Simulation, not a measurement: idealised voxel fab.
process module | voxel fin reveal
cross-section cut | 250 nm wide | cells 5 nm
A cross-section is a grid of square cells, given in bands from the top down. A band is one or more rows of cells.
Each band's line starts with the height of the band's top and of its bottom, in nm. Then come its materials from left to right, each with its width in nm. One material with "throughout" fills the band from edge to edge. "air" is empty space.
Height 0 is the level under which the wafer as received is all one material. The lowest band goes on downwards, as in "0 down".
A width such as "30 to 40" changes by the same amount from each row of cells to the next, from the band's top row to its bottom row.
"no change" after a step means that no cell of the cross-section changed.
closed voids: empty space of 8 cells or more with no open way to the top, each as width x height at its distance from the left edge, in nm
after a step's settings: what the simulator itself notes on the step
overlay nm, on a step with a mask: how far to the right of its planned place the mask lay; to the left if negative
plan
1 op RECEIVE | material Si
2 op CONFORMAL_DEP | material SiN | thk nm 5
3 op DIRECTIONAL_DEP | material aC | thk nm 15
4 op PATTERN | tone cover | mask id FINS | material resist | width nm 15 | pitch nm 35 | thk nm 30 | overlay nm 0
5 op DIRECTIONAL_ETCH | etch materials aC | depth nm 15
6 op STRIP | etch materials resist
7 op DIRECTIONAL_ETCH | etch materials SiN | depth nm 5
8 op DIRECTIONAL_ETCH | etch materials Si | depth nm 35
9 op STRIP | etch materials aC
10 op OXIDIZE | depth nm 5
11 op FILL_DEP | material SiO2 | thk nm 5
12 op CMP | height nm 5
13 op SELECTIVE_ETCH | etch materials SiO2 | depth nm 20
14 op STRIP | etch materials SiN
15 op CONFORMAL_DEP | material SiO2 | thk nm 5
as received, after step 1
  0 down: Si throughout
  closed voids: none
a wafer at the end: this start, this plan, one mistake
  5 to 0: air 90 | SiO2 15 | air 20 | SiO2 15 | air 110
  0 to -10: air 90 | SiO2 5 | Si 5 | SiO2 5 | air 20 | SiO2 5 | Si 5 | SiO2 5 | air 110
  -10 to -40: SiO2 95 | Si 5 | SiO2 30 | Si 5 | SiO2 115
  -40 down: Si throughout
  closed voids: none
what went wrong: step 4 ran as: op PATTERN | tone cover | mask id FINS | material resist | width nm 15 | pitch nm 35 | thk nm 30 | overlay nm -10
